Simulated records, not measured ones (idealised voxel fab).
This section sets out a process module, namely voxel spacer lines.
Each square cell in cross-section cut measures 5 nm, and the section as a whole is 280 nm wide.
In what follows, cross-sections appear as grids of square cells, described through bands that run from the top down, where every band is one or more rows of cells. Heights first: top, then bottom, in nm. Then materials, left to right, each with a width in nm. "full width" on a single material: fills the band edge to edge. "air": empty space. We count height from 0. Below that, the starting wafer is all one material. The lowest band never ends at the bottom but goes on down; see "0 -> down" for how that is written. The notation "30..40" denotes a width that varies across the rows of cells in the band, beginning at the first number in the top row, finishing at the second number in the bottom row, and changing by an identical amount from each row to the next. Reading "remained unchanged" for a step: not a cell of the cross-section changed in it. "Closed void table" specifies each empty space that is not open to the top and that occupies no fewer than 8 cells, using the form width x height at distance, the distance measured from the left edge and all three quantities in nm. On a step's line, text after the settings is the simulator commenting on that step. A step line may carry the setting "overlay nm", which, for steps involving a mask, states the distance by which the mask lay to the right of its intended position; negative values denote displacement to the left.

[Process steps (planned)]
1: RECEIVE [material Si]
2: CONFORMAL_DEP [material Al2O3] [thk nm 10]
3: DIRECTIONAL_DEP [material W] [thk nm 10]
4: DIRECTIONAL_DEP [material polySi] [thk nm 20]
5: PATTERN [tone cover] [mask id MANDREL] [material resist] [width nm 15] [pitch nm 50] [thk nm 25] [overlay nm 0]
6: DIRECTIONAL_ETCH [etch materials polySi] [depth nm 20]
7: STRIP [etch materials resist]
8: CONFORMAL_DEP [material SiO2] [thk nm 10]
9: DIRECTIONAL_ETCH [etch materials SiO2] [depth nm 10]
10: STRIP [etch materials polySi]
11: DIRECTIONAL_ETCH [etch materials W] [depth nm 10]
12: STRIP [etch materials SiO2]
13: FILL_DEP [material lowk] [thk nm 5]
14: CMP [height nm 20]

[Incoming wafer in cross-section (state: after step 1)]
0 -> down = Si full width
Closed void table: none

[Cross-sectional result after module completion. Note: starting condition and plan are unchanged from above; one processing mistake was made]
20 -> 10 = Al2O3 full width
10 -> 0 = W full width
0 -> down = Si full width
Closed void table: none
In executing the process, a mistake was made relative to the plan: steps 2 and 3 swapped
